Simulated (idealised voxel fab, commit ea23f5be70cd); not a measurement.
The process module presented herein is designated voxel ribs on slabs.
FYI the section here is cut, 145 nm wide, cells are 5 nm squares.
Cross-section format: a grid of square cells, given as bands from top to bottom; each band is one or more rows of cells.
Top height, bottom height, nm. Materials left to right, width each, nm. Single material + "everywhere" = fills band edge to edge. "blank" = empty.
The level at which height equals 0 is the one under which the wafer, as it arrives, is entirely one material. No lower edge exists for the bottom band, which continues downward and is notated as in "0 nm and below".
Top row gets the first number, bottom row gets the second, and each row in between changes by the same step: that is how a band width like "30 to 40" works.
You'll sometimes find "nothing got changed" written for a step, and that's the way of saying that nowhere in the cross-section did a cell change during that step.
Basically, "Sealed internal voids" tells you about the enclosed voids: empty spaces with no open way to the top, 8 cells or bigger, each written width x height at distance, where distance is from the left edge, all in nm.
Where a step's line continues beyond its settings, the continuation is a remark by the simulator itself on that step.
What "overlay nm" on a step's line means: if the step has a mask, that mask lay this far to the right of its planned place, or, when the value is negative, to the left.
Process steps foreseen in the plan:
1. RECEIVE (material Si)
2. DIRECTIONAL_DEP (material SiO2; thk nm 25)
3. DIRECTIONAL_DEP (material SiN; thk nm 20)
4. DIRECTIONAL_DEP (material aC; thk nm 15)
5. PATTERN (tone cover; mask id RIB; material resist; width nm 30; thk nm 35; overlay nm 0)
6. DIRECTIONAL_ETCH (etch materials aC; depth nm 15)
7. STRIP (etch materials resist)
8. DIRECTIONAL_ETCH (etch materials SiN; depth nm 5)
9. STRIP (etch materials aC)
10. PATTERN (tone cover; mask id SLAB; material resist; width nm 90; thk nm 20; overlay nm 0)
11. DIRECTIONAL_ETCH (etch materials SiN; depth nm 15)
12. STRIP (etch materials resist)
13. FILL_DEP (material SiO2; thk nm 15)
14. CMP (height nm 55)
15. DIRECTIONAL_DEP (material TiN; thk nm 5)
16. MASKED_ETCH (tone cover; mask id HEATER; width nm 40; etch materials TiN; depth nm 5; overlay nm 0)
17. CONFORMAL_DEP (material SiO2; thk nm 10)
Here's what the wafer looked like in cross-section when it arrived - that's after step 1:
> 0 nm and below | Si everywhere
> Sealed internal voids: none
The first of the two wafers as seen in cross-section once the module was finished; processing followed the plan:
> 70 nm to 65 nm | blank: 40, then SiO2: 60, then blank: 45
> 65 nm to 60 nm | SiO2 everywhere
> 60 nm to 55 nm | SiO2: 50, then TiN: 40, then SiO2: 55
> 55 nm to 45 nm | SiO2 everywhere
> 45 nm to 40 nm | SiO2: 55, then SiN: 30, then SiO2: 60
> 40 nm to 25 nm | SiO2: 25, then SiN: 90, then SiO2: 30
> 25 nm to 0 nm | SiO2 everywhere
> 0 nm and below | Si everywhere
> Sealed internal voids: none
Wafer two, end of module, cross-section. Same start, same plan as wafer one. One mistake in the run:
> 70 nm to 65 nm | blank: 50, then SiO2: 60, then blank: 35
> 65 nm to 60 nm | SiO2 everywhere
> 60 nm to 55 nm | SiO2: 60, then TiN: 40, then SiO2: 45
> 55 nm to 45 nm | SiO2 everywhere
> 45 nm to 40 nm | SiO2: 55, then SiN: 30, then SiO2: 60
> 40 nm to 25 nm | SiO2: 25, then SiN: 90, then SiO2: 30
> 25 nm to 0 nm | SiO2 everywhere
> 0 nm and below | Si everywhere
> Sealed internal voids: none
What broke from the plan during processing? off-plan run, step 16, actual operation and settings MASKED_ETCH (tone cover; mask id HEATER; width nm 40; etch materials TiN; depth nm 5; overlay nm 10)
Tallied in cells, the final second wafer holds each material in the same quantity as the first, although not at the same places.
